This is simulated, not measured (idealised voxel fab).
Process module in this document: voxel ribs on slabs
Each square cell in cross-section cut measures 5 nm, and the section as a whole is 155 nm wide.
Think of the cross-section as a grid of square cells. We describe it in bands, top to bottom, and each band covers one or more rows of those cells. Top, bottom (nm), then materials left to right with widths (nm); lone material tagged "all across" fills the whole band edge to edge; "blank" = empty space. Height is counted from the level 0, under which the received wafer is composed throughout of one material. The lowest of the bands is not closed at the bottom but continues downward, in the notation "from 0 down". A two-number width, for instance "30->40", indicates that the width is equal to the first number in the top row of the band and to the second number in the bottom row, and that it changes by a constant amount per row of cells. The cross-section has no changed cell in any step marked "nothing different". "Enclosed voids" specifies each empty space that is not open to the top and that occupies no fewer than 8 cells, using the form width x height at distance, the distance measured from the left edge and all three quantities in nm. Past the settings on a step's line: simulator remark, on that step. "overlay nm" answers the question of how far to the right of plan the mask lay on a step that has a mask, and when it is negative the answer is to the left.

This section lists the process steps that were planned:
- 1: RECEIVE,material Si
- 2: DIRECTIONAL_DEP,material SiO2,thk nm 20
- 3: DIRECTIONAL_DEP,material polySi,thk nm 25
- 4: MASKED_ETCH,tone cover,mask id RIB,width nm 30,etch materials polySi,depth nm 20,overlay nm 0
- 5: DIRECTIONAL_DEP,material aC,thk nm 15
- 6: PATTERN,tone cover,mask id SLAB,material resist,width nm 60,thk nm 35,overlay nm 0
- 7: DIRECTIONAL_ETCH,etch materials aC,depth nm 15
- 8: STRIP,etch materials resist
- 9: DIRECTIONAL_ETCH,etch materials polySi,depth nm 5
- 10: STRIP,etch materials aC
- 11: FILL_DEP,material SiO2,thk nm 20
- 12: CMP,height nm 60
- 13: DIRECTIONAL_DEP,material W,thk nm 10
- 14: PATTERN,tone cover,mask id HEATER,material resist,width nm 30,thk nm 15,overlay nm 0
- 15: DIRECTIONAL_ETCH,etch materials W,depth nm 10
- 16: STRIP,etch materials resist
- 17: CONFORMAL_DEP,material SiO2,thk nm 10
Wafer-to-wafer difference: width nm, step 14. Common start. Plan = first wafer's value.

Cut through the first of several wafers as received, post step 1:
  from 0 down | Si all across
  Enclosed voids: none

For your reference, the table is organized with a row per wafer; each row reflects the wafer at the end of the module, indicating for each material the cells gained (+) or lost (-) since receipt, and thereafter its closed voids:
width nm 30; +406 SiO2; +12 W; +36 polySi; Enclosed voids: none
width nm 35; +406 SiO2; +14 W; +36 polySi; Enclosed voids: none
width nm 40; +406 SiO2; +16 W; +36 polySi; Enclosed voids: none
width nm 45; +406 SiO2; +18 W; +36 polySi; Enclosed voids: none
width nm 50; +406 SiO2; +20 W; +36 polySi; Enclosed voids: none
width nm 55; +406 SiO2; +22 W; +36 polySi; Enclosed voids: none
